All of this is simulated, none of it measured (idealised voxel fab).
The name of this process module is voxel self aligned vias.
Cross-section cut: width 240 nm, square cells of 5 nm.
Cross-section format: a grid of square cells, given as bands from top to bottom; each band is one or more rows of cells.
For a band, the entry starts with two heights in nm, that of the top and then that of the bottom, and carries on with the band's materials in order from left to right, each alongside its width in nm; the word "everywhere" beside a single material means it fills the band edge to edge, and "air" means empty space.
Heights are measured from 0, the level below which the as-received wafer is all one material; the lowest band has no bottom and continues downward, written as in "0..down".
So if you see something like "30 to 40" for the width, read it as the top row of the band sitting at the first number and the bottom row at the second, with every row in between moving by the same amount as the last.
Step marked "all unchanged"? Then no cell in the cross-section changed in it.
"Closed internal voids" means: voids of 8 cells or more that are shut off from the top with no open way through. Written width x height at distance, distance from the left edge, in nm.
Note: text after step settings on the step line = simulator remark on that step.
For masked steps, "overlay nm" on the step line gives how far right of plan the mask actually lay; a minus sign means it lay to the left.

## The steps planned for the process are as follows
step 1: RECEIVE: material Si
step 2: CONFORMAL_DEP: material SiO2, thk nm 15
step 3: CONFORMAL_DEP: material SiCN, thk nm 5
step 4: DIRECTIONAL_DEP: material lowk, thk nm 25
step 5: DIRECTIONAL_DEP: material aC, thk nm 15
step 6: PATTERN: tone open, mask id LINES, material resist, width nm 25, pitch nm 65, thk nm 35, overlay nm 0
step 7: DIRECTIONAL_ETCH: etch materials aC, depth nm 15
step 8: STRIP: etch materials resist
step 9: DIRECTIONAL_ETCH: etch materials lowk, depth nm 25
step 10: STRIP: etch materials aC
step 11: CONFORMAL_DEP: material TiN, thk nm 5
step 12: FILL_DEP: material W, thk nm 5
step 13: CMP: height nm 45
step 14: SELECTIVE_ETCH: etch materials W Ru TiN, depth nm 10
step 15: FILL_DEP: material SiN, thk nm 5
step 16: CMP: height nm 45
step 17: DIRECTIONAL_DEP: material lowk, thk nm 15
step 18: MASKED_ETCH: tone open, mask id VIAS, width nm 35, pitch nm 130, etch materials lowk, depth nm 15, overlay nm 0
step 19: MASKED_ETCH: tone open, mask id VIAS, width nm 35, pitch nm 130, etch materials SiN, depth nm 10, overlay nm 0
step 20: CONFORMAL_DEP: material TiN, thk nm 5
step 21: FILL_DEP: material Cu, thk nm 5
step 22: CMP: height nm 60
step 23: CONFORMAL_DEP: material SiCN, thk nm 5

## First of two wafers - as planned

## As received (post step 1): cross-section
    0..down  Si everywhere
    Closed internal voids: none

## Sectional view: wafer, after step 2
    15..0  SiO2 everywhere
    below 0: unchanged

## Sectional view: wafer, after step 3
    20..15  SiCN everywhere
    below 15: unchanged

## Sectional view: wafer, after step 4
    45..20  lowk everywhere
    below 20: unchanged

## Sectional view: wafer, after step 5
    60..45  aC everywhere
    below 45: unchanged

## Sectional view: wafer, after step 6
    95..60  resist=40; air=25; resist=40; air=25; resist=40; air=25; resist=45
    below 60: unchanged

## Sectional view: wafer, after step 7
    80..60  resist=40; air=25; resist=40; air=25; resist=40; air=25; resist=45
    60..45  aC=40; air=25; aC=40; air=25; aC=40; air=25; aC=45
    below 45: unchanged

## Sectional view: wafer, after step 8
    60..45  aC=40; air=25; aC=40; air=25; aC=40; air=25; aC=45
    below 45: unchanged

## Sectional view: wafer, after step 9
    60..45  aC=40; air=25; aC=40; air=25; aC=40; air=25; aC=45
    45..20  lowk=40; air=25; lowk=40; air=25; lowk=40; air=25; lowk=45
    below 20: unchanged

## Sectional view: wafer, after step 10
    45..20  lowk=40; air=25; lowk=40; air=25; lowk=40; air=25; lowk=45
    below 20: unchanged

## Sectional view: wafer, after step 11
    50..45  TiN=45; air=15; TiN=50; air=15; TiN=50; air=15; TiN=50
    45..25  lowk=40; TiN=5; air=15; TiN=5; lowk=40; TiN=5; air=15; TiN=5; lowk=40; TiN=5; air=15; TiN=5; lowk=45
    25..20  lowk=40; TiN=25; lowk=40; TiN=25; lowk=40; TiN=25; lowk=45
    below 20: unchanged

## Sectional view: wafer, after step 12
    55..50  W everywhere
    50..45  TiN=45; W=15; TiN=50; W=15; TiN=50; W=15; TiN=50
    45..25  lowk=40; TiN=5; W=15; TiN=5; lowk=40; TiN=5; W=15; TiN=5; lowk=40; TiN=5; W=15; TiN=5; lowk=45
    below 25: unchanged

## Sectional view: wafer, after step 13
    45..25  lowk=40; TiN=5; W=15; TiN=5; lowk=40; TiN=5; W=15; TiN=5; lowk=40; TiN=5; W=15; TiN=5; lowk=45
    below 25: unchanged

## Sectional view: wafer, after step 14
    45..35  lowk=40; air=25; lowk=40; air=25; lowk=40; air=25; lowk=45
    below 35: unchanged

## Sectional view: wafer, after step 15
    50..45  SiN everywhere
    45..35  lowk=40; SiN=25; lowk=40; SiN=25; lowk=40; SiN=25; lowk=45
    below 35: unchanged

## Sectional view: wafer, after step 16
    45..35  lowk=40; SiN=25; lowk=40; SiN=25; lowk=40; SiN=25; lowk=45
    below 35: unchanged

## Sectional view: wafer, after step 17
    60..45  lowk everywhere
    below 45: unchanged

## Sectional view: wafer, after step 18
    60..45  lowk=35; air=35; lowk=95; air=35; lowk=40
    below 45: unchanged

## Sectional view: wafer, after step 19
    60..45  lowk=35; air=35; lowk=95; air=35; lowk=40
    45..35  lowk=40; air=25; lowk=40; SiN=25; lowk=40; air=25; lowk=45
    below 35: unchanged

## Sectional view: wafer, after step 20
    65..60  TiN=40; air=25; TiN=105; air=25; TiN=45
    60..50  lowk=35; TiN=5; air=25; TiN=5; lowk=95; TiN=5; air=25; TiN=5; lowk=40
    50..45  lowk=35; TiN=10; air=15; TiN=10; lowk=95; TiN=10; air=15; TiN=10; lowk=40
    45..40  lowk=40; TiN=5; air=15; TiN=5; lowk=40; SiN=25; lowk=40; TiN=5; air=15; TiN=5; lowk=45
    40..35  lowk=40; TiN=25; lowk=40; SiN=25; lowk=40; TiN=25; lowk=45
    below 35: unchanged

## Sectional view: wafer, after step 21
    70..65  Cu everywhere
    65..60  TiN=40; Cu=25; TiN=105; Cu=25; TiN=45
    60..50  lowk=35; TiN=5; Cu=25; TiN=5; lowk=95; TiN=5; Cu=25; TiN=5; lowk=40
    50..45  lowk=35; TiN=10; Cu=15; TiN=10; lowk=95; TiN=10; Cu=15; TiN=10; lowk=40
    45..40  lowk=40; TiN=5; Cu=15; TiN=5; lowk=40; SiN=25; lowk=40; TiN=5; Cu=15; TiN=5; lowk=45
    below 40: unchanged

## Sectional view: wafer, after step 22
    60..50  lowk=35; TiN=5; Cu=25; TiN=5; lowk=95; TiN=5; Cu=25; TiN=5; lowk=40
    below 50: unchanged

## Sectional view: wafer, after step 23
    65..60  SiCN everywhere
    below 60: unchanged

## What follows concerns the second wafer, which started out like the first and was meant to follow the very same plan; one mistake crept in when it was run, but everything up to and including step 18 is the same as for the first wafer

## Cross-section: second wafer, time at which step 19 was scheduled to end
    60..45  lowk=35; air=35; lowk=95; air=35; lowk=40
    45..35  lowk=40; air=20; SiN=5; lowk=40; SiN=25; lowk=40; air=20; SiN=5; lowk=45
    below 35: unchanged

## Cross-section: second wafer, time at which step 20 was scheduled to end
    65..60  TiN=40; air=25; TiN=105; air=25; TiN=45
    60..50  lowk=35; TiN=5; air=25; TiN=5; lowk=95; TiN=5; air=25; TiN=5; lowk=40
    50..45  lowk=35; TiN=10; air=10; TiN=15; lowk=95; TiN=10; air=10; TiN=15; lowk=40
    45..40  lowk=40; TiN=5; air=10; TiN=5; SiN=5; lowk=40; SiN=25; lowk=40; TiN=5; air=10; TiN=5; SiN=5; lowk=45
    40..35  lowk=40; TiN=20; SiN=5; lowk=40; SiN=25; lowk=40; TiN=20; SiN=5; lowk=45
    below 35: unchanged

## Cross-section: second wafer, time at which step 21 was scheduled to end
    70..65  Cu everywhere
    65..60  TiN=40; Cu=25; TiN=105; Cu=25; TiN=45
    60..50  lowk=35; TiN=5; Cu=25; TiN=5; lowk=95; TiN=5; Cu=25; TiN=5; lowk=40
    50..45  lowk=35; TiN=10; Cu=10; TiN=15; lowk=95; TiN=10; Cu=10; TiN=15; lowk=40
    45..40  lowk=40; TiN=5; Cu=10; TiN=5; SiN=5; lowk=40; SiN=25; lowk=40; TiN=5; Cu=10; TiN=5; SiN=5; lowk=45
    below 40: unchanged

## Cross-section: second wafer, time at which step 22 was scheduled to end
    60..50  lowk=35; TiN=5; Cu=25; TiN=5; lowk=95; TiN=5; Cu=25; TiN=5; lowk=40
    below 50: unchanged

## Cross-section: second wafer, time at which step 23 was scheduled to end
    65..60  SiCN everywhere
    below 60: unchanged
Misprocessing identified: it should be noted that step 19 was executed with settings other than those planned, the operation and settings actually applied being MASKED_ETCH: tone open, mask id VIAS, width nm 35, pitch nm 130, etch materials SiN, depth nm 10, overlay nm -10
Final difference in cells, second wafer against first, listed per material as more or fewer: 4 fewer of Cu | 4 more of SiN
